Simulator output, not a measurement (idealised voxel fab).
voxel ribs on slabs: a process module
The cross-section shown here is cut; it is 260 nm wide and divided into square cells measuring 5 nm on a side.
How to read a cross-section here: the picture is a grid of square cells, written as bands going from the top down, and any band can span one or more rows of cells. First you get the band's top height and its bottom height, in nm, and then the materials it's made of, left to right, with each width in nm. If you see a single material with "throughout", that one covers the band edge to edge. "empty" is empty space. All heights in this document are referenced to 0, defined as the level beneath which the wafer, as received, consists entirely of one material. The lowest band is not bounded below; it extends indefinitely downward and is written in the form "0 -> down". A two-number width, for instance "30 to 40", indicates that the width is equal to the first number in the top row of the band and to the second number in the bottom row, and that it changes by a constant amount per row of cells. "no change" (step): cross-section cells unchanged, all of them. Non-vented voids: empty space of 8 cells or more with no open way to the top, each as width x height at its distance from the left edge, in nm. Step line, after settings: the simulator's comment on this step. overlay nm: where the mask lay relative to plan, measured to the right, on steps with a mask; negatives go left.

Set out below are the planned steps of the process
1) RECEIVE | material Si
2) DIRECTIONAL_DEP | material SiO2 | thk nm 20
3) DIRECTIONAL_DEP | material SiN | thk nm 25
4) DIRECTIONAL_DEP | material aC | thk nm 10
5) PATTERN | tone cover | mask id RIB | material resist | width nm 20 | thk nm 25 | overlay nm 0
6) DIRECTIONAL_ETCH | etch materials aC | depth nm 10
7) STRIP | etch materials resist
8) DIRECTIONAL_ETCH | etch materials SiN | depth nm 5
9) STRIP | etch materials aC
10) MASKED_ETCH | tone cover | mask id SLAB | width nm 60 | etch materials SiN | depth nm 20 | overlay nm 0
11) FILL_DEP | material SiO2 | thk nm 15
12) CMP | height nm 45
13) DIRECTIONAL_DEP | material W | thk nm 5
14) PATTERN | tone cover | mask id HEATER | material resist | width nm 30 | thk nm 15 | overlay nm 0
15) DIRECTIONAL_ETCH | etch materials W | depth nm 5
16) STRIP | etch materials resist
17) CONFORMAL_DEP | material SiO2 | thk nm 10
The wafers are alike at the start. At step 12, their height nm differs. The plan lists the first wafer's value.

Cross-section: the first of several wafers in its as-received state, i.e. following step 1
* 0 -> down  Si throughout
* Non-vented voids: none

Cross-sectional representation of the first of several wafers at the end of the module, i.e. after its terminal step, step 17
* 60 -> 55  105 empty / 50 SiO2 / 105 empty
* 55 -> 50  SiO2 throughout
* 50 -> 45  115 SiO2 / 30 W / 115 SiO2
* 45 -> 40  120 SiO2 / 20 SiN / 120 SiO2
* 40 -> 20  100 SiO2 / 60 SiN / 100 SiO2
* 20 -> 0  SiO2 throughout
* 0 -> down  Si throughout
* Non-vented voids: none

Wafer cross-section (last wafer, module end)
* 75 -> 70  105 empty / 50 SiO2 / 105 empty
* 70 -> 65  SiO2 throughout
* 65 -> 60  115 SiO2 / 30 W / 115 SiO2
* 60 -> 45  SiO2 throughout
* 45 -> 40  120 SiO2 / 20 SiN / 120 SiO2
* 40 -> 20  100 SiO2 / 60 SiN / 100 SiO2
* 20 -> 0  SiO2 throughout
* 0 -> down  Si throughout
* Non-vented voids: none

Per wafer, end of module: cells gained (+) or lost (-) per material since receipt, then closed voids
height nm 45 | +52 SiN | +524 SiO2 | +6 W | Non-vented voids: none
height nm 50 | +52 SiN | +576 SiO2 | +6 W | Non-vented voids: none
height nm 55 | +52 SiN | +628 SiO2 | +6 W | Non-vented voids: none
height nm 60 | +52 SiN | +680 SiO2 | +6 W | Non-vented voids: none
